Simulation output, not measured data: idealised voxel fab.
Title: Process Module voxel capacitor over wiring
Each square cell in cross-section cut measures 5 nm, and the section as a whole is 205 nm wide.
Bands, listed from the top down, are how a cross-section gets written in this document; the cross-section itself is a grid of square cells, and a band is one or more rows of them. Band: top height; bottom height; in nm. Then, left to right: material with width in nm, for each material. "all across": a single material spanning edge to edge. "blank": empty space. All heights in this document are referenced to 0, defined as the level beneath which the wafer, as received, consists entirely of one material. The lowest band is not bounded below; it extends indefinitely downward and is written in the form "top 0, no bottom". So if you see something like "30 to 40" for the width, read it as the top row of the band sitting at the first number and the bottom row at the second, with every row in between moving by the same amount as the last. Take "nothing changed" at face value: in the step it is given for, the cross-section changed in none of its cells. "Sealed internal cavities": empty spaces of 8 cells or more with no open way to the top, each given as width x height at distance, distance from the left edge, all in nm. after a step's settings: what the simulator itself notes on the step. "overlay nm" on a masked step: distance the mask lay right of its planned place, negative for left.
Plan:
1,RECEIVE: material Si
2,CONFORMAL_DEP: material SiO2, thk nm 10
3,DIRECTIONAL_DEP: material TiN, thk nm 5
4,DIRECTIONAL_DEP: material W, thk nm 15
5,MASKED_ETCH: tone cover, mask id METAL_1, width nm 25, pitch nm 90, etch materials W, depth nm 15, overlay nm 0
6,MASKED_ETCH: tone cover, mask id METAL_1, width nm 25, pitch nm 90, etch materials TiN, depth nm 5, overlay nm 0
7,FILL_DEP: material lowk, thk nm 10
8,CMP: height nm 30
9,CONFORMAL_DEP: material SiCN, thk nm 5
10,DIRECTIONAL_DEP: material SiO2, thk nm 10
11,DIRECTIONAL_DEP: material aC, thk nm 15
12,PATTERN: tone open, mask id PLUG_1, material resist, width nm 15, thk nm 30, overlay nm 0
13,DIRECTIONAL_ETCH: etch materials aC, depth nm 15
14,STRIP: etch materials resist
15,DIRECTIONAL_ETCH: etch materials SiO2, depth nm 10
16,DIRECTIONAL_ETCH: etch materials SiCN, depth nm 5
17,STRIP: etch materials aC
18,EPI: material Ru, thk nm 10
19,EPI: material Ru, thk nm 5
20,DIRECTIONAL_DEP: material TiN, thk nm 10
21,DIRECTIONAL_DEP: material SiN, thk nm 5
22,DIRECTIONAL_DEP: material TiN, thk nm 5
23,PATTERN: tone cover, mask id UPPER_PLATE, material resist, width nm 70, thk nm 15, overlay nm 0
24,DIRECTIONAL_ETCH: etch materials TiN, depth nm 5
25,DIRECTIONAL_ETCH: etch materials SiN, depth nm 5
26,STRIP: etch materials resist
27,PATTERN: tone cover, mask id LOWER_PLATE, material resist, width nm 80, thk nm 15, overlay nm 0
28,DIRECTIONAL_ETCH: etch materials TiN, depth nm 10
29,STRIP: etch materials resist
30,FILL_DEP: material SiO2, thk nm 15
31,CMP: height nm 75
32,MASKED_ETCH: tone open, mask id PLUG_2, width nm 15, etch materials SiO2, depth nm 10, overlay nm 0
33,CONFORMAL_DEP: material TiN, thk nm 5
34,FILL_DEP: material Cu, thk nm 5
35,CMP: height nm 75
36,CONFORMAL_DEP: material SiN, thk nm 5
Cross-section of the wafer at receipt, which is the condition after step 1:
> top 0, no bottom = Si all across
> Sealed internal cavities: none
First wafer of two, sectioned at end of module; run went per plan:
> top 80, bottom 75 = SiN all across
> top 75, bottom 70 = 65 SiO2 | 5 TiN | 5 Cu | 5 TiN | 125 SiO2
> top 70, bottom 60 = 65 to 55 SiO2 | 15 to 70 TiN | 125 to 80 SiO2
> top 60, bottom 55 = 55 SiO2 | 70 SiN | 80 SiO2
> top 55, bottom 45 = 50 SiO2 | 80 TiN | 75 SiO2
> top 45, bottom 35 = 55 SiO2 | 15 Ru | 135 SiO2
> top 35, bottom 30 = 55 SiCN | 15 Ru | 135 SiCN
> top 30, bottom 15 = 45 lowk | 25 W | 65 lowk | 25 W | 45 lowk
> top 15, bottom 10 = 45 lowk | 25 TiN | 65 lowk | 25 TiN | 45 lowk
> top 10, bottom 0 = SiO2 all across
> top 0, no bottom = Si all across
> Sealed internal cavities: none
Here's the second of our two wafers sectioned at module end. Same start as the first, same plan, but one mistake got made running it:
> top 70, bottom 65 = SiN all across
> top 65, bottom 60 = 55 SiO2 | 70 TiN | 80 SiO2
> top 60, bottom 55 = 55 SiO2 | 70 SiN | 80 SiO2
> top 55, bottom 45 = 50 SiO2 | 80 TiN | 75 SiO2
> top 45, bottom 35 = 55 SiO2 | 15 Ru | 135 SiO2
> top 35, bottom 30 = 55 SiCN | 15 Ru | 135 SiCN
> top 30, bottom 15 = 45 lowk | 25 W | 65 lowk | 25 W | 45 lowk
> top 15, bottom 10 = 45 lowk | 25 TiN | 65 lowk | 25 TiN | 45 lowk
> top 10, bottom 0 = SiO2 all across
> top 0, no bottom = Si all across
> Sealed internal cavities: none
Finding, execution versus plan: off-plan run, step 35, actual operation and settings CMP: height nm 65
In the final state, the cell counts of the second wafer exceed or fall short of those of the first for the following materials: Cu: 1 fewer | SiO2: 76 fewer | TiN: 5 fewer
